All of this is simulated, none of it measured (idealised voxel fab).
Process module in this document: voxel local oxidation
Xsec cut, 240 nm wide, square cell size 5 nm.
Format of a cross-section: grid, square cells. Given as bands. Order: top down. Band: one or more rows of cells. Within each band entry, the heights of the top and of the bottom of the band appear first, in that order and in nm; the materials of the band then follow from left to right, each with its corresponding width in nm. The designation "full width" on a single material indicates that it fills the band from edge to edge; the designation "air" indicates empty space. Heads up on the height convention: 0 is the point under which the incoming wafer is all one material, and the lowest band has no bottom, it just keeps going down, like "from 0 down". You'd read "30..40" like this: the band's top row of cells is as wide as the first number, its bottom row is as wide as the second, and going down, every row changes width by the same amount as the row before did. Any step labelled "no alterations made" changed none of the cells in the cross-section. You'll see "Closed internal voids" listing empty spaces that have no way open to the top, as long as they're 8 cells or more; the notation is width x height at distance, where the distance is from the left edge, and all of it is in nm. Post-settings text on a step line: simulator's own remark regarding the step. If you see "overlay nm" on a step's line and that step has a mask, it's telling you how far right of where it was planned the mask ended up; a negative number means it went left instead.
### Process steps - plan
1,RECEIVE, material Si
2,CONFORMAL_DEP, material SiO2, thk nm 5
3,CONFORMAL_DEP, material SiN, thk nm 10
4,DIRECTIONAL_DEP, material aC, thk nm 15
5,PATTERN, tone cover, mask id ACTIVE, material resist, width nm 115, thk nm 30, overlay nm 0
6,DIRECTIONAL_ETCH, etch materials aC, depth nm 15
7,STRIP, etch materials resist
8,DIRECTIONAL_ETCH, etch materials SiN, depth nm 10
9,STRIP, etch materials aC
10,SELECTIVE_ETCH, etch materials SiO2, depth nm 5
11,OXIDIZE, depth nm 10
12,STRIP, etch materials SiN
### Account of the first of two wafers, which was processed as intended
### Wafer as received: cross-section following step 1
> from 0 down  Si full width
> Closed internal voids: none
### Cross-sectional representation of the wafer at the conclusion of step 2
> from 5 to 0  SiO2 full width
> Under 0: no change, same as before.
### Cross-sectional representation of the wafer at the conclusion of step 3
> from 15 to 5  SiN full width
> Under 5: no change, same as before.
### Cross-sectional representation of the wafer at the conclusion of step 4
> from 30 to 15  aC full width
> Under 15: no change, same as before.
### Cross-sectional representation of the wafer at the conclusion of step 5
> from 60 to 30  60 nm air  115 nm resist  65 nm air
> Under 30: no change, same as before.
### Cross-sectional representation of the wafer at the conclusion of step 6
> from 45 to 30  60 nm air  115 nm resist  65 nm air
> from 30 to 15  60 nm air  115 nm aC  65 nm air
> Under 15: no change, same as before.
### Cross-sectional representation of the wafer at the conclusion of step 7
> from 30 to 15  60 nm air  115 nm aC  65 nm air
> Under 15: no change, same as before.
### Cross-sectional representation of the wafer at the conclusion of step 8
> from 30 to 15  60 nm air  115 nm aC  65 nm air
> from 15 to 5  60 nm air  115 nm SiN  65 nm air
> Under 5: no change, same as before.
### Cross-sectional representation of the wafer at the conclusion of step 9
> from 15 to 5  60 nm air  115 nm SiN  65 nm air
> Under 5: no change, same as before.
### Cross-sectional representation of the wafer at the conclusion of step 10
> from 15 to 5  60 nm air  115 nm SiN  65 nm air
> from 5 to 0  65 nm air  105 nm SiO2  70 nm air
> Under 0: no change, same as before.
### Cross-sectional representation of the wafer at the conclusion of step 11
> from 15 to 5  60 nm air  115 nm SiN  65 nm air
> from 5 to 0  65 nm air  105 nm SiO2  70 nm air
> from 0 to -10  75 nm SiO2  85 nm Si  80 nm SiO2
> Under -10: no change, same as before.
### Cross-sectional representation of the wafer at the conclusion of step 12
> from 5 to 0  65 nm air  105 nm SiO2  70 nm air
> Under 0: no change, same as before.
### Companion wafer, the second of two: same beginning, same intended sequence, one mistake in carrying it out; through step 8 inclusive it tracks the first exactly
### Cross-section: second wafer, time at which step 9 was scheduled to end
> from 15 to 5  60 nm air  115 nm SiN  65 nm air
> Under 5: no change, same as before.
### Cross-section: second wafer, time at which step 10 was scheduled to end
> from 15 to 5  60 nm air  115 nm SiN  65 nm air
> from 5 to 0  65 nm air  105 nm SiO2  70 nm air
> Under 0: no change, same as before.
### Cross-section: second wafer, time at which step 11 was scheduled to end
> from 15 to 5  60 nm air  115 nm SiN  65 nm air
> from 5 to 0  65 nm air  105 nm SiO2  70 nm air
> from 0 to -10  75 nm SiO2  85 nm Si  80 nm SiO2
> Under -10: no change, same as before.
### Cross-section: second wafer, time at which step 12 was scheduled to end
> from 5 to 0  65 nm air  105 nm SiO2  70 nm air
> Under 0: no change, same as before.
What was done differently from what was planned? step 9 of the plan was performed twice
Final cross-sections of the two wafers are identical, so the mistake has no effect on what this model computes.
